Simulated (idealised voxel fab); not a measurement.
The following is a process module called voxel capacitor over wiring.
Square cells of 5 nm make up the cross-section cut, whose width is 235 nm.
Cross-sections here: square-cell grids, written as top-down lists of bands, a band being one or more rows of cells. Heads up on the band format: heights come first, top then bottom, in nm. After that it's the materials left to right, each with its width in nm. A single material flagged "edge to edge" fills the whole band edge to edge, and "empty" means there's empty space there. Zero point of the height axis is 0; under it, received wafer = one material. Lowest band: continues down indefinitely, "z 0 and below". The notation "30->40" denotes a width that varies across the rows of cells in the band, beginning at the first number in the top row, finishing at the second number in the bottom row, and changing by an identical amount from each row to the next. "nothing different", as given for a step, is the statement that not any cell of the cross-section underwent a change during that step. Basically, "Voids, enclosed" tells you about the enclosed voids: empty spaces with no open way to the top, 8 cells or bigger, each written width x height at distance, where distance is from the left edge, all in nm. Post-settings text on a step line: simulator's own remark regarding the step. overlay nm: mask right of planned place by this much (step with mask). Neg. = left.

### Steps in the process plan
1: RECEIVE [material Si]
2: CONFORMAL_DEP [material SiO2] [thk nm 10]
3: CONFORMAL_DEP [material SiCN] [thk nm 5]
4: DIRECTIONAL_DEP [material lowk] [thk nm 15]
5: MASKED_ETCH [tone open] [mask id METAL_1] [width nm 25] [pitch nm 90] [etch materials lowk] [depth nm 15] [overlay nm 0]
6: MASKED_ETCH [tone open] [mask id METAL_1] [width nm 25] [pitch nm 90] [etch materials SiCN] [depth nm 5] [overlay nm 0]
7: CONFORMAL_DEP [material TiN] [thk nm 5]
8: FILL_DEP [material Ru] [thk nm 5]
9: CMP [height nm 30]
10: CONFORMAL_DEP [material SiCN] [thk nm 5]
11: DIRECTIONAL_DEP [material SiO2] [thk nm 10]
12: DIRECTIONAL_DEP [material aC] [thk nm 10]
13: PATTERN [tone open] [mask id PLUG_1] [material resist] [width nm 15] [thk nm 25] [overlay nm 0]
14: DIRECTIONAL_ETCH [etch materials aC] [depth nm 10]
15: STRIP [etch materials resist]
16: DIRECTIONAL_ETCH [etch materials SiO2] [depth nm 10]
17: DIRECTIONAL_ETCH [etch materials SiCN] [depth nm 5]
18: STRIP [etch materials aC]
19: EPI [material Ru] [thk nm 10]
20: EPI [material Ru] [thk nm 5]
21: DIRECTIONAL_DEP [material TiN] [thk nm 10]
22: DIRECTIONAL_DEP [material Al2O3] [thk nm 5]
23: DIRECTIONAL_DEP [material TiN] [thk nm 5]
24: MASKED_ETCH [tone cover] [mask id UPPER_PLATE] [width nm 70] [etch materials TiN] [depth nm 5] [overlay nm 0]
25: MASKED_ETCH [tone cover] [mask id UPPER_PLATE] [width nm 70] [etch materials Al2O3] [depth nm 5] [overlay nm 0]
26: MASKED_ETCH [tone cover] [mask id LOWER_PLATE] [width nm 80] [etch materials TiN] [depth nm 10] [overlay nm 0]
27: FILL_DEP [material SiO2] [thk nm 20]
28: CMP [height nm 80]
29: MASKED_ETCH [tone open] [mask id PLUG_2] [width nm 15] [etch materials SiO2] [depth nm 15] [overlay nm 0]
30: CONFORMAL_DEP [material TiN] [thk nm 5]
31: FILL_DEP [material W] [thk nm 10]
32: CMP [height nm 80]
33: CONFORMAL_DEP [material SiN] [thk nm 5]

### First wafer of two (run as planned)

### Cross-section, incoming material, after step 1
> z 0 and below: Si edge to edge
> Voids, enclosed: none

### Upon completion of step 2, the wafer appears in cross-section as shown
> z 10 to 0: SiO2 edge to edge
> Nothing below the height 0 has changed.

### Upon completion of step 3, the wafer appears in cross-section as shown
> z 15 to 10: SiCN edge to edge
> Nothing below the height 10 has changed.

### Upon completion of step 4, the wafer appears in cross-section as shown
> z 30 to 15: lowk edge to edge
> Nothing below the height 15 has changed.

### Upon completion of step 5, the wafer appears in cross-section as shown
> z 30 to 15: lowk: 60; empty: 25; lowk: 65; empty: 25; lowk: 60
> Nothing below the height 15 has changed.

### Upon completion of step 6, the wafer appears in cross-section as shown
> z 30 to 15: lowk: 60; empty: 25; lowk: 65; empty: 25; lowk: 60
> z 15 to 10: SiCN: 60; empty: 25; SiCN: 65; empty: 25; SiCN: 60
> Nothing below the height 10 has changed.

### Upon completion of step 7, the wafer appears in cross-section as shown
> z 35 to 30: TiN: 65; empty: 15; TiN: 75; empty: 15; TiN: 65
> z 30 to 15: lowk: 60; TiN: 5; empty: 15; TiN: 5; lowk: 65; TiN: 5; empty: 15; TiN: 5; lowk: 60
> z 15 to 10: SiCN: 60; TiN: 25; SiCN: 65; TiN: 25; SiCN: 60
> Nothing below the height 10 has changed.

### Upon completion of step 8, the wafer appears in cross-section as shown
> z 40 to 35: Ru edge to edge
> z 35 to 30: TiN: 65; Ru: 15; TiN: 75; Ru: 15; TiN: 65
> z 30 to 15: lowk: 60; TiN: 5; Ru: 15; TiN: 5; lowk: 65; TiN: 5; Ru: 15; TiN: 5; lowk: 60
> Nothing below the height 15 has changed.

### Upon completion of step 9, the wafer appears in cross-section as shown
> z 30 to 15: lowk: 60; TiN: 5; Ru: 15; TiN: 5; lowk: 65; TiN: 5; Ru: 15; TiN: 5; lowk: 60
> Nothing below the height 15 has changed.

### Upon completion of step 10, the wafer appears in cross-section as shown
> z 35 to 30: SiCN edge to edge
> Nothing below the height 30 has changed.

### Upon completion of step 11, the wafer appears in cross-section as shown
> z 45 to 35: SiO2 edge to edge
> Nothing below the height 35 has changed.

### Upon completion of step 12, the wafer appears in cross-section as shown
> z 55 to 45: aC edge to edge
> Nothing below the height 45 has changed.

### Upon completion of step 13, the wafer appears in cross-section as shown
> z 80 to 55: resist: 70; empty: 15; resist: 150
> Nothing below the height 55 has changed.

### Upon completion of step 14, the wafer appears in cross-section as shown
> z 70 to 55: resist: 70; empty: 15; resist: 150
> z 55 to 45: aC: 70; empty: 15; aC: 150
> Nothing below the height 45 has changed.

### Upon completion of step 15, the wafer appears in cross-section as shown
> z 55 to 45: aC: 70; empty: 15; aC: 150
> Nothing below the height 45 has changed.

### Upon completion of step 16, the wafer appears in cross-section as shown
> z 55 to 45: aC: 70; empty: 15; aC: 150
> z 45 to 35: SiO2: 70; empty: 15; SiO2: 150
> Nothing below the height 35 has changed.

### Upon completion of step 17, the wafer appears in cross-section as shown
> z 55 to 45: aC: 70; empty: 15; aC: 150
> z 45 to 35: SiO2: 70; empty: 15; SiO2: 150
> z 35 to 30: SiCN: 70; empty: 15; SiCN: 150
> Nothing below the height 30 has changed.

### Upon completion of step 18, the wafer appears in cross-section as shown
> z 45 to 35: SiO2: 70; empty: 15; SiO2: 150
> Nothing below the height 35 has changed.

### Upon completion of step 19, the wafer appears in cross-section as shown
> z 45 to 40: SiO2: 70; empty: 15; SiO2: 150
> z 40 to 35: SiO2: 70; Ru: 15; SiO2: 150
> z 35 to 30: SiCN: 70; Ru: 15; SiCN: 150
> Nothing below the height 30 has changed.

### Upon completion of step 20, the wafer appears in cross-section as shown
> z 45 to 35: SiO2: 70; Ru: 15; SiO2: 150
> Nothing below the height 35 has changed.

### Upon completion of step 21, the wafer appears in cross-section as shown
> z 55 to 45: TiN edge to edge
> Nothing below the height 45 has changed.

### Upon completion of step 22, the wafer appears in cross-section as shown
> z 60 to 55: Al2O3 edge to edge
> Nothing below the height 55 has changed.

### Upon completion of step 23, the wafer appears in cross-section as shown
> z 65 to 60: TiN edge to edge
> Nothing below the height 60 has changed.

### Upon completion of step 24, the wafer appears in cross-section as shown
> z 65 to 60: empty: 70; TiN: 70; empty: 95
> Nothing below the height 60 has changed.

### Upon completion of step 25, the wafer appears in cross-section as shown
> z 65 to 60: empty: 70; TiN: 70; empty: 95
> z 60 to 55: empty: 70; Al2O3: 70; empty: 95
> Nothing below the height 55 has changed.

### Upon completion of step 26, the wafer appears in cross-section as shown
> z 65 to 60: empty: 70; TiN: 70; empty: 95
> z 60 to 55: empty: 70; Al2O3: 70; empty: 95
> z 55 to 45: empty: 65; TiN: 80; empty: 90
> Nothing below the height 45 has changed.

### Upon completion of step 27, the wafer appears in cross-section as shown
> z 85 to 65: SiO2 edge to edge
> z 65 to 60: SiO2: 70; TiN: 70; SiO2: 95
> z 60 to 55: SiO2: 70; Al2O3: 70; SiO2: 95
> z 55 to 45: SiO2: 65; TiN: 80; SiO2: 90
> Nothing below the height 45 has changed.

### Upon completion of step 28, the wafer appears in cross-section as shown
> z 80 to 65: SiO2 edge to edge
> Nothing below the height 65 has changed.

### Upon completion of step 29, the wafer appears in cross-section as shown
> z 80 to 65: SiO2: 80; empty: 15; SiO2: 140
> Nothing below the height 65 has changed.

### Upon completion of step 30, the wafer appears in cross-section as shown
> z 85 to 80: TiN: 85; empty: 5; TiN: 145
> z 80 to 70: SiO2: 80; TiN: 5; empty: 5; TiN: 5; SiO2: 140
> z 70 to 60: SiO2: 80->70; TiN: 15->70; SiO2: 140->95
> Nothing below the height 60 has changed.

### Upon completion of step 31, the wafer appears in cross-section as shown
> z 95 to 85: W edge to edge
> z 85 to 80: TiN: 85; W: 5; TiN: 145
> z 80 to 70: SiO2: 80; TiN: 5; W: 5; TiN: 5; SiO2: 140
> Nothing below the height 70 has changed.

### Upon completion of step 32, the wafer appears in cross-section as shown
> z 80 to 70: SiO2: 80; TiN: 5; W: 5; TiN: 5; SiO2: 140
> Nothing below the height 70 has changed.

### Upon completion of step 33, the wafer appears in cross-section as shown
> z 85 to 80: SiN edge to edge
> Nothing below the height 80 has changed.

### Companion wafer, the second of two: same beginning, same intended sequence, one mistake in carrying it out; through step 9 inclusive it tracks the first exactly

### Second wafer shown in cross-section at the time step 10 was slated to end
> z 40 to 30: SiO2 edge to edge
> Nothing below the height 30 has changed.

### Second wafer shown in cross-section at the time step 11 was slated to end
> z 45 to 40: SiCN edge to edge
> Nothing below the height 40 has changed.

### Second wafer shown in cross-section at the time step 12 was slated to end
> z 55 to 45: aC edge to edge
> Nothing below the height 45 has changed.

### Second wafer shown in cross-section at the time step 13 was slated to end
> z 80 to 55: resist: 70; empty: 15; resist: 150
> Nothing below the height 55 has changed.

### Second wafer shown in cross-section at the time step 14 was slated to end
> z 70 to 55: resist: 70; empty: 15; resist: 150
> z 55 to 45: aC: 70; empty: 15; aC: 150
> Nothing below the height 45 has changed.

### Second wafer shown in cross-section at the time step 15 was slated to end
> z 55 to 45: aC: 70; empty: 15; aC: 150
> Nothing below the height 45 has changed.

Second wafer shown in cross-section at the time step 16 was slated to end: nothing different

### Second wafer shown in cross-section at the time step 17 was slated to end
> z 55 to 45: aC: 70; empty: 15; aC: 150
> z 45 to 40: SiCN: 70; empty: 15; SiCN: 150
> Nothing below the height 40 has changed.

### Second wafer shown in cross-section at the time step 18 was slated to end
> z 45 to 40: SiCN: 70; empty: 15; SiCN: 150
> Nothing below the height 40 has changed.

Second wafer shown in cross-section at the time step 19 was slated to end: nothing different

Second wafer shown in cross-section at the time step 20 was slated to end: nothing different

### Second wafer shown in cross-section at the time step 21 was slated to end
> z 55 to 50: TiN: 70; empty: 15; TiN: 150
> z 50 to 45: TiN edge to edge
> z 45 to 40: SiCN: 70; TiN: 15; SiCN: 150
> Nothing below the height 40 has changed.

### Second wafer shown in cross-section at the time step 22 was slated to end
> z 60 to 55: Al2O3: 70; empty: 15; Al2O3: 150
> z 55 to 50: TiN: 70; Al2O3: 15; TiN: 150
> Nothing below the height 50 has changed.

### Second wafer shown in cross-section at the time step 23 was slated to end
> z 65 to 60: TiN: 70; empty: 15; TiN: 150
> z 60 to 55: Al2O3: 70; TiN: 15; Al2O3: 150
> Nothing below the height 55 has changed.

### Second wafer shown in cross-section at the time step 24 was slated to end
> z 65 to 60: empty: 85; TiN: 55; empty: 95
> Nothing below the height 60 has changed.

### Second wafer shown in cross-section at the time step 25 was slated to end
> z 65 to 60: empty: 85; TiN: 55; empty: 95
> z 60 to 55: empty: 70; TiN: 15; Al2O3: 55; empty: 95
> Nothing below the height 55 has changed.

### Second wafer shown in cross-section at the time step 26 was slated to end
> z 65 to 60: empty: 85; TiN: 55; empty: 95
> z 60 to 55: empty: 70; TiN: 15; Al2O3: 55; empty: 95
> z 55 to 50: empty: 65; TiN: 5; Al2O3: 15; TiN: 60; empty: 90
> z 50 to 45: empty: 65; TiN: 80; empty: 90
> Nothing below the height 45 has changed.

### Second wafer shown in cross-section at the time step 27 was slated to end
> z 85 to 65: SiO2 edge to edge
> z 65 to 60: SiO2: 85; TiN: 55; SiO2: 95
> z 60 to 55: SiO2: 70; TiN: 15; Al2O3: 55; SiO2: 95
> z 55 to 50: SiO2: 65; TiN: 5; Al2O3: 15; TiN: 60; SiO2: 90
> z 50 to 45: SiO2: 65; TiN: 80; SiO2: 90
> Nothing below the height 45 has changed.

### Second wafer shown in cross-section at the time step 28 was slated to end
> z 80 to 65: SiO2 edge to edge
> Nothing below the height 65 has changed.

### Second wafer shown in cross-section at the time step 29 was slated to end
> z 80 to 65: SiO2: 80; empty: 15; SiO2: 140
> Nothing below the height 65 has changed.

### Second wafer shown in cross-section at the time step 30 was slated to end
> z 85 to 80: TiN: 85; empty: 5; TiN: 145
> z 80 to 70: SiO2: 80; TiN: 5; empty: 5; TiN: 5; SiO2: 140
> z 70 to 60: SiO2: 80->85; TiN: 15->55; SiO2: 140->95
> Nothing below the height 60 has changed.

### Second wafer shown in cross-section at the time step 31 was slated to end
> z 95 to 85: W edge to edge
> z 85 to 80: TiN: 85; W: 5; TiN: 145
> z 80 to 70: SiO2: 80; TiN: 5; W: 5; TiN: 5; SiO2: 140
> Nothing below the height 70 has changed.

### Second wafer shown in cross-section at the time step 32 was slated to end
> z 80 to 70: SiO2: 80; TiN: 5; W: 5; TiN: 5; SiO2: 140
> Nothing below the height 70 has changed.

### Second wafer shown in cross-section at the time step 33 was slated to end
> z 85 to 80: SiN edge to edge
> Nothing below the height 80 has changed.
So what did we get wrong on this run? plan vs actual: 10 and 11 interchanged
Count the cells at the end and the second wafer has more or fewer of some materials than the first: Ru: 9 fewer | SiO2: 9 more
